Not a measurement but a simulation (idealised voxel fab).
The process module that follows is named voxel wiring stack.
Cross-section cut: width 285 nm, square cells of 5 nm.
Each cross-section below is a grid of square cells, stated as bands in top-down order, with one or more rows of cells making up each band.
The band entry comprises the height of the band's top followed by the height of its bottom, expressed in nm, and subsequently the band's materials from left to right, each stated together with its width in nm. Where a single material is marked with the word "full width", that material fills the band from edge to edge. The word "empty" represents empty space.
Note: height 0 marks the level under which the wafer is uniformly one material as received. Lowest band unbounded below, written "from 0 down".
Think of "30 to 40" as a width that walks from the first number to the second as you go down the band, top row to bottom row, taking equal-sized steps from row to row.
"remained unchanged" means the step left every cell of the cross-section as it was.
Empty spaces without an open route to the top, at least 8 cells in extent, make up the entry "Closed void listing"; each is given as width x height at distance, where the distance is measured from the left edge, and all are in nm.
Formally, on a step line, whatever follows the settings is a remark that the simulator itself makes on the step.
The setting "overlay nm" may be written on the line of a step. When the step uses a mask, the value reports how far to the right of the planned place the mask lay, and a negative value reports that it lay to the left.

-- So here's the lineup of process steps we planned
1 RECEIVE: material Si
2 CONFORMAL_DEP: material SiO2, thk nm 15
3 DIRECTIONAL_DEP: material TiN, thk nm 5
4 DIRECTIONAL_DEP: material Ru, thk nm 15
5 MASKED_ETCH: tone cover, mask id METAL_1, width nm 20, pitch nm 40, etch materials Ru, depth nm 15, overlay nm 0
6 MASKED_ETCH: tone cover, mask id METAL_1, width nm 20, pitch nm 40, etch materials TiN, depth nm 5, overlay nm 0
7 CONFORMAL_DEP: material SiN, thk nm 5
8 FILL_DEP: material SiO2, thk nm 5
9 CMP: height nm 35
10 CONFORMAL_DEP: material SiCN, thk nm 5
11 DIRECTIONAL_DEP: material SiO2, thk nm 30
12 MASKED_ETCH: tone open, mask id METAL_2, width nm 20, pitch nm 40, etch materials SiO2, depth nm 20, overlay nm 0
13 MASKED_ETCH: tone open, mask id METAL_2_HOLES, width nm 15, pitch nm 40, etch materials SiO2, depth nm 10, overlay nm 0
14 MASKED_ETCH: tone open, mask id METAL_2_HOLES, width nm 15, pitch nm 40, etch materials SiCN, depth nm 5, overlay nm 0
15 CONFORMAL_DEP: material TiN, thk nm 5
16 FILL_DEP: material Ru, thk nm 10
17 CMP: height nm 70
18 CONFORMAL_DEP: material SiCN, thk nm 5

-- as received, after step 1
from 0 down  Si full width
Closed void listing: none

-- first wafer at the end, as planned
from 75 to 70  SiCN full width
from 70 to 55  70 nm SiO2 | 5 nm TiN | 10 nm Ru | 5 nm TiN | 20 nm SiO2 | 5 nm TiN | 10 nm Ru | 5 nm TiN | 20 nm SiO2 | 5 nm TiN | 10 nm Ru | 5 nm TiN | 20 nm SiO2 | 5 nm TiN | 10 nm Ru | 5 nm TiN | 75 nm SiO2
from 55 to 50  70 nm SiO2 | 5 nm TiN | 5 nm Ru | 10 nm TiN | 20 nm SiO2 | 5 nm TiN | 5 nm Ru | 10 nm TiN | 20 nm SiO2 | 5 nm TiN | 5 nm Ru | 10 nm TiN | 20 nm SiO2 | 5 nm TiN | 5 nm Ru | 10 nm TiN | 75 nm SiO2
from 50 to 40  70 nm SiO2 | 5 nm TiN | 5 nm Ru | 5 nm TiN | 25 nm SiO2 | 5 nm TiN | 5 nm Ru | 5 nm TiN | 25 nm SiO2 | 5 nm TiN | 5 nm Ru | 5 nm TiN | 25 nm SiO2 | 5 nm TiN | 5 nm Ru | 5 nm TiN | 80 nm SiO2
from 40 to 35  70 nm SiCN | 15 nm TiN | 25 nm SiCN | 15 nm TiN | 25 nm SiCN | 15 nm TiN | 25 nm SiCN | 15 nm TiN | 80 nm SiCN
from 35 to 20  65 nm SiO2 | 5 nm SiN | 20 nm Ru | 5 nm SiN | 10 nm SiO2 | 5 nm SiN | 20 nm Ru | 5 nm SiN | 10 nm SiO2 | 5 nm SiN | 20 nm Ru | 5 nm SiN | 10 nm SiO2 | 5 nm SiN | 20 nm Ru | 5 nm SiN | 70 nm SiO2
from 20 to 15  70 nm SiN | 20 nm TiN | 20 nm SiN | 20 nm TiN | 20 nm SiN | 20 nm TiN | 20 nm SiN | 20 nm TiN | 75 nm SiN
from 15 to 0  SiO2 full width
from 0 down  Si full width
Closed void listing: none

-- Wafer two, end of module, cross-section. Same start, same plan as wafer one. One mistake in the run
from 90 to 85  SiCN full width
from 85 to 75  Ru full width
from 75 to 70  75 nm TiN | 10 nm Ru | 30 nm TiN | 10 nm Ru | 30 nm TiN | 10 nm Ru | 30 nm TiN | 10 nm Ru | 80 nm TiN
from 70 to 55  70 nm SiO2 | 5 nm TiN | 10 nm Ru | 5 nm TiN | 20 nm SiO2 | 5 nm TiN | 10 nm Ru | 5 nm TiN | 20 nm SiO2 | 5 nm TiN | 10 nm Ru | 5 nm TiN | 20 nm SiO2 | 5 nm TiN | 10 nm Ru | 5 nm TiN | 75 nm SiO2
from 55 to 50  70 nm SiO2 | 5 nm TiN | 5 nm Ru | 10 nm TiN | 20 nm SiO2 | 5 nm TiN | 5 nm Ru | 10 nm TiN | 20 nm SiO2 | 5 nm TiN | 5 nm Ru | 10 nm TiN | 20 nm SiO2 | 5 nm TiN | 5 nm Ru | 10 nm TiN | 75 nm SiO2
from 50 to 40  70 nm SiO2 | 5 nm TiN | 5 nm Ru | 5 nm TiN | 25 nm SiO2 | 5 nm TiN | 5 nm Ru | 5 nm TiN | 25 nm SiO2 | 5 nm TiN | 5 nm Ru | 5 nm TiN | 25 nm SiO2 | 5 nm TiN | 5 nm Ru | 5 nm TiN | 80 nm SiO2
from 40 to 35  70 nm SiCN | 15 nm TiN | 25 nm SiCN | 15 nm TiN | 25 nm SiCN | 15 nm TiN | 25 nm SiCN | 15 nm TiN | 80 nm SiCN
from 35 to 20  65 nm SiO2 | 5 nm SiN | 20 nm Ru | 5 nm SiN | 10 nm SiO2 | 5 nm SiN | 20 nm Ru | 5 nm SiN | 10 nm SiO2 | 5 nm SiN | 20 nm Ru | 5 nm SiN | 10 nm SiO2 | 5 nm SiN | 20 nm Ru | 5 nm SiN | 70 nm SiO2
from 20 to 15  70 nm SiN | 20 nm TiN | 20 nm SiN | 20 nm TiN | 20 nm SiN | 20 nm TiN | 20 nm SiN | 20 nm TiN | 75 nm SiN
from 15 to 0  SiO2 full width
from 0 down  Si full width
Closed void listing: none
Plan not followed: step 17 of the plan did not run at all; it was left out
At the finish, the second wafer shows more or fewer cells for some materials than the first does: 122 more of Ru; 49 more of TiN
